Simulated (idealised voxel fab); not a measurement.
process module | voxel self aligned contacts
cross-section cut | 205 nm wide | cells 5 nm
A cross-section is a grid of square cells, given in bands from the top down. A band is one or more rows of cells.
Each band's line starts with the height of the band's top and of its bottom, in nm. Then come its materials from left to right, each with its width in nm. One material with "throughout" fills the band from edge to edge. "air" is empty space.
Height 0 is the level under which the wafer as received is all one material. The lowest band goes on downwards, as in "0 down".
A width such as "30 to 40" changes by the same amount from each row of cells to the next, from the band's top row to its bottom row.
"no change" after a step means that no cell of the cross-section changed.
closed voids: empty space of 8 cells or more with no open way to the top, each as width x height at its distance from the left edge, in nm
after a step's settings: what the simulator itself notes on the step
overlay nm, on a step with a mask: how far to the right of its planned place the mask lay; to the left if negative
plan
1 op RECEIVE | material Si
2 op OXIDIZE | depth nm 5
3 op DIRECTIONAL_DEP | material polySi | thk nm 20
4 op DIRECTIONAL_DEP | material SiN | thk nm 20
5 op PATTERN | tone cover | mask id GATE | material resist | width nm 35 | pitch nm 65 | thk nm 20 | overlay nm 0
6 op DIRECTIONAL_ETCH | etch materials SiN | depth nm 20
7 op DIRECTIONAL_ETCH | etch materials polySi | depth nm 20
8 op STRIP | etch materials resist
9 op CONFORMAL_DEP | material SiN | thk nm 5
10 op DIRECTIONAL_ETCH | etch materials SiN | depth nm 5
11 op FILL_DEP | material SiO2 | thk nm 15
12 op CMP | height nm 50
13 op PATTERN | tone open | mask id CONTACT | material resist | width nm 40 | pitch nm 65 | thk nm 15 | overlay nm 0
14 op DIRECTIONAL_ETCH | etch materials SiO2 | depth nm 55
15 op STRIP | etch materials resist
16 op CONFORMAL_DEP | material TiN | thk nm 5
17 op FILL_DEP | material W | thk nm 5
18 op CMP | height nm 50
19 op CONFORMAL_DEP | material SiN | thk nm 5
as received, after step 1
  0 down: Si throughout
  closed voids: none
first wafer at the end, as planned
  55 to 50: SiN throughout
  50 to 40: SiO2 50 | TiN 5 to 15 | W 30 to 10 | TiN 5 to 15 | SiO2 25 | TiN 5 to 15 | W 30 to 10 | TiN 5 to 15 | SiO2 50
  40 to 20: SiO2 15 | SiN 45 | TiN 5 | W 10 | TiN 5 | SiN 45 | TiN 5 | W 10 | TiN 5 | SiN 45 | SiO2 15
  20 to 0: SiO2 15 | SiN 5 | polySi 35 | SiN 5 | TiN 5 | W 10 | TiN 5 | SiN 5 | polySi 35 | SiN 5 | TiN 5 | W 10 | TiN 5 | SiN 5 | polySi 35 | SiN 5 | SiO2 15
  0 to -5: SiO2 60 | TiN 20 | SiO2 45 | TiN 20 | SiO2 60
  -5 down: Si throughout
  closed voids: none
second wafer at the end: like start, like plan, one mistake
  55 to 50: SiN throughout
  50 to 45: W 45 | TiN 5 | SiO2 40 | TiN 5 | W 15 | TiN 5 | SiO2 40 | TiN 5 | W 45
  45 to 40: W 10 | TiN 40 | SiO2 40 | TiN 25 | SiO2 40 | TiN 40 | W 10
  40 to 20: W 10 | TiN 5 | SiN 45 | SiO2 20 | SiN 45 | SiO2 20 | SiN 45 | TiN 5 | W 10
  20 to 0: W 10 | TiN 5 | SiN 5 | polySi 35 | SiN 5 | SiO2 20 | SiN 5 | polySi 35 | SiN 5 | SiO2 20 | SiN 5 | polySi 35 | SiN 5 | TiN 5 | W 10
  0 to -5: TiN 15 | SiO2 175 | TiN 15
  -5 down: Si throughout
  closed voids: none
what went wrong: step 13 ran as: op PATTERN | tone cover | mask id CONTACT | material resist | width nm 40 | pitch nm 65 | thk nm 15 | overlay nm 0
at the end the second wafer has, in cells: 9 fewer of TiN | 9 more of W
